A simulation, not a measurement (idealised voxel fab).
Documented hereafter: the process module known as voxel self aligned contacts.
Displayed cross-section: cut, width of 230 nm, square cells sized 5 nm.
How to read a cross-section here: the picture is a grid of square cells, written as bands going from the top down, and any band can span one or more rows of cells. Each band's line starts with the height of the band's top and of its bottom, in nm. Then come its materials from left to right, each with its width in nm. One material with "everywhere" fills the band from edge to edge. "air" is empty space. Below 0: as-received wafer, all one material; heights counted from there. Lowest band: no bottom, goes on down, written "z 0 and below". It should be noted that a width expressed as "30 to 40" varies in equal increments from row to row of cells within the band, taking the value of the first number at the top row and that of the second number at the bottom row. The cross-section has no changed cell in any step marked "no modification". Reported under the label "Fully closed voids" are the empty spaces having no open way to the top and comprising 8 cells or more; the notation for each is width x height at distance, in which the distance is measured from the left edge and all three values are in nm. Anything after a step's settings on that line? It's the simulator's own note about the step. overlay nm: where the mask lay relative to plan, measured to the right, on steps with a mask; negatives go left.

### Intended process steps
1,op RECEIVE | material Si
2,op OXIDIZE | depth nm 5
3,op DIRECTIONAL_DEP | material polySi | thk nm 25
4,op DIRECTIONAL_DEP | material SiN | thk nm 15
5,op MASKED_ETCH | tone cover | mask id GATE | width nm 30 | pitch nm 65 | etch materials SiN | depth nm 15 | overlay nm 0
6,op MASKED_ETCH | tone cover | mask id GATE | width nm 30 | pitch nm 65 | etch materials polySi | depth nm 25 | overlay nm 0
7,op CONFORMAL_DEP | material SiN | thk nm 5
8,op DIRECTIONAL_ETCH | etch materials SiN | depth nm 5
9,op FILL_DEP | material SiO2 | thk nm 20
10,op CMP | height nm 50
11,op MASKED_ETCH | tone open | mask id CONTACT | width nm 45 | pitch nm 65 | etch materials SiO2 | depth nm 55 | overlay nm 0
12,op CONFORMAL_DEP | material TiN | thk nm 5
13,op FILL_DEP | material Ru | thk nm 5
14,op CMP | height nm 50
15,op CONFORMAL_DEP | material SiCN | thk nm 5

### First of two wafers - as planned

### Wafer at receipt (post step 1), cross-section
* z 0 and below | Si everywhere
* Fully closed voids: none

### Sectional view: wafer, after step 2
* z 0 to -5 | SiO2 everywhere
* Heights below -5 show no change.

### Sectional view: wafer, after step 3
* z 25 to 0 | polySi everywhere
* Heights below 0 show no change.

### Sectional view: wafer, after step 4
* z 40 to 25 | SiN everywhere
* Heights below 25 show no change.

### Sectional view: wafer, after step 5
* z 40 to 25 | air 35  SiN 30  air 35  SiN 30  air 35  SiN 30  air 35
* Heights below 25 show no change.

### Sectional view: wafer, after step 6
* z 40 to 25 | air 35  SiN 30  air 35  SiN 30  air 35  SiN 30  air 35
* z 25 to 0 | air 35  polySi 30  air 35  polySi 30  air 35  polySi 30  air 35
* Heights below 0 show no change.

### Sectional view: wafer, after step 7
* z 45 to 25 | air 30  SiN 40  air 25  SiN 40  air 25  SiN 40  air 30
* z 25 to 5 | air 30  SiN 5  polySi 30  SiN 5  air 25  SiN 5  polySi 30  SiN 5  air 25  SiN 5  polySi 30  SiN 5  air 30
* z 5 to 0 | SiN 35  polySi 30  SiN 35  polySi 30  SiN 35  polySi 30  SiN 35
* Heights below 0 show no change.

### Sectional view: wafer, after step 8
* z 40 to 25 | air 30  SiN 40  air 25  SiN 40  air 25  SiN 40  air 30
* z 25 to 0 | air 30  SiN 5  polySi 30  SiN 5  air 25  SiN 5  polySi 30  SiN 5  air 25  SiN 5  polySi 30  SiN 5  air 30
* Heights below 0 show no change.

### Sectional view: wafer, after step 9
* z 60 to 40 | SiO2 everywhere
* z 40 to 25 | SiO2 30  SiN 40  SiO2 25  SiN 40  SiO2 25  SiN 40  SiO2 30
* z 25 to 0 | SiO2 30  SiN 5  polySi 30  SiN 5  SiO2 25  SiN 5  polySi 30  SiN 5  SiO2 25  SiN 5  polySi 30  SiN 5  SiO2 30
* Heights below 0 show no change.

### Sectional view: wafer, after step 10
* z 50 to 40 | SiO2 everywhere
* Heights below 40 show no change.

### Sectional view: wafer, after step 11
* z 50 to 40 | SiO2 60  air 45  SiO2 20  air 45  SiO2 60
* z 40 to 25 | SiO2 30  SiN 40  air 25  SiN 40  air 25  SiN 40  SiO2 30
* z 25 to 0 | SiO2 30  SiN 5  polySi 30  SiN 5  air 25  SiN 5  polySi 30  SiN 5  air 25  SiN 5  polySi 30  SiN 5  SiO2 30
* z 0 to -5 | SiO2 70  air 25  SiO2 40  air 25  SiO2 70
* Heights below -5 show no change.

### Sectional view: wafer, after step 12
* z 55 to 50 | TiN 65  air 35  TiN 30  air 35  TiN 65
* z 50 to 40 | SiO2 60  TiN 5 to 15  air 35 to 15  TiN 5 to 15  SiO2 20  TiN 5 to 15  air 35 to 15  TiN 5 to 15  SiO2 60
* z 40 to 25 | SiO2 30  SiN 40  TiN 5  air 15  TiN 5  SiN 40  TiN 5  air 15  TiN 5  SiN 40  SiO2 30
* z 25 to 0 | SiO2 30  SiN 5  polySi 30  SiN 5  TiN 5  air 15  TiN 5  SiN 5  polySi 30  SiN 5  TiN 5  air 15  TiN 5  SiN 5  polySi 30  SiN 5  SiO2 30
* z 0 to -5 | SiO2 70  TiN 25  SiO2 40  TiN 25  SiO2 70
* Heights below -5 show no change.

### Sectional view: wafer, after step 13
* z 60 to 55 | Ru everywhere
* z 55 to 50 | TiN 65  Ru 35  TiN 30  Ru 35  TiN 65
* z 50 to 40 | SiO2 60  TiN 5 to 15  Ru 35 to 15  TiN 5 to 15  SiO2 20  TiN 5 to 15  Ru 35 to 15  TiN 5 to 15  SiO2 60
* z 40 to 25 | SiO2 30  SiN 40  TiN 5  Ru 15  TiN 5  SiN 40  TiN 5  Ru 15  TiN 5  SiN 40  SiO2 30
* z 25 to 0 | SiO2 30  SiN 5  polySi 30  SiN 5  TiN 5  Ru 15  TiN 5  SiN 5  polySi 30  SiN 5  TiN 5  Ru 15  TiN 5  SiN 5  polySi 30  SiN 5  SiO2 30
* Heights below 0 show no change.

### Sectional view: wafer, after step 14
* z 50 to 40 | SiO2 60  TiN 5 to 15  Ru 35 to 15  TiN 5 to 15  SiO2 20  TiN 5 to 15  Ru 35 to 15  TiN 5 to 15  SiO2 60
* Heights below 40 show no change.

### Sectional view: wafer, after step 15
* z 55 to 50 | SiCN everywhere
* Heights below 50 show no change.

### Here the second wafer is described. Its start and its plan were those of the first wafer. Its run contained one mistake. Up to and including step 10, it did exactly what the first wafer did

### Second wafer cross-section, taken as of the time the plan sets for step 11 to be done
* z 50 to 40 | SiO2 65  air 40  SiO2 25  air 40  SiO2 60
* z 40 to 25 | SiO2 30  SiN 40  air 25  SiN 40  air 25  SiN 40  SiO2 30
* z 25 to 0 | SiO2 30  SiN 5  polySi 30  SiN 5  air 25  SiN 5  polySi 30  SiN 5  air 25  SiN 5  polySi 30  SiN 5  SiO2 30
* z 0 to -5 | SiO2 70  air 25  SiO2 40  air 25  SiO2 70
* Heights below -5 show no change.

### Second wafer cross-section, taken as of the time the plan sets for step 12 to be done
* z 55 to 50 | TiN 70  air 30  TiN 35  air 30  TiN 65
* z 50 to 40 | SiO2 65  TiN 5 to 10  air 30 to 15  TiN 5 to 15  SiO2 25  TiN 5 to 10  air 30 to 15  TiN 5 to 15  SiO2 60
* z 40 to 25 | SiO2 30  SiN 40  TiN 5  air 15  TiN 5  SiN 40  TiN 5  air 15  TiN 5  SiN 40  SiO2 30
* z 25 to 0 | SiO2 30  SiN 5  polySi 30  SiN 5  TiN 5  air 15  TiN 5  SiN 5  polySi 30  SiN 5  TiN 5  air 15  TiN 5  SiN 5  polySi 30  SiN 5  SiO2 30
* z 0 to -5 | SiO2 70  TiN 25  SiO2 40  TiN 25  SiO2 70
* Heights below -5 show no change.

### Second wafer cross-section, taken as of the time the plan sets for step 13 to be done
* z 60 to 55 | Ru everywhere
* z 55 to 50 | TiN 70  Ru 30  TiN 35  Ru 30  TiN 65
* z 50 to 40 | SiO2 65  TiN 5 to 10  Ru 30 to 15  TiN 5 to 15  SiO2 25  TiN 5 to 10  Ru 30 to 15  TiN 5 to 15  SiO2 60
* z 40 to 25 | SiO2 30  SiN 40  TiN 5  Ru 15  TiN 5  SiN 40  TiN 5  Ru 15  TiN 5  SiN 40  SiO2 30
* z 25 to 0 | SiO2 30  SiN 5  polySi 30  SiN 5  TiN 5  Ru 15  TiN 5  SiN 5  polySi 30  SiN 5  TiN 5  Ru 15  TiN 5  SiN 5  polySi 30  SiN 5  SiO2 30
* Heights below 0 show no change.

### Second wafer cross-section, taken as of the time the plan sets for step 14 to be done
* z 50 to 40 | SiO2 65  TiN 5 to 10  Ru 30 to 15  TiN 5 to 15  SiO2 25  TiN 5 to 10  Ru 30 to 15  TiN 5 to 15  SiO2 60
* Heights below 40 show no change.

### Second wafer cross-section, taken as of the time the plan sets for step 15 to be done
* z 55 to 50 | SiCN everywhere
* Heights below 50 show no change.
Diagnosis: step 11 did not use the planned setting and instead ran as op MASKED_ETCH | tone open | mask id CONTACT | width nm 40 | pitch nm 65 | etch materials SiO2 | depth nm 55 | overlay nm 0
Final tally in cells, some materials are higher or lower on the second wafer than on the first: -2 Ru; +4 SiO2; -2 TiN
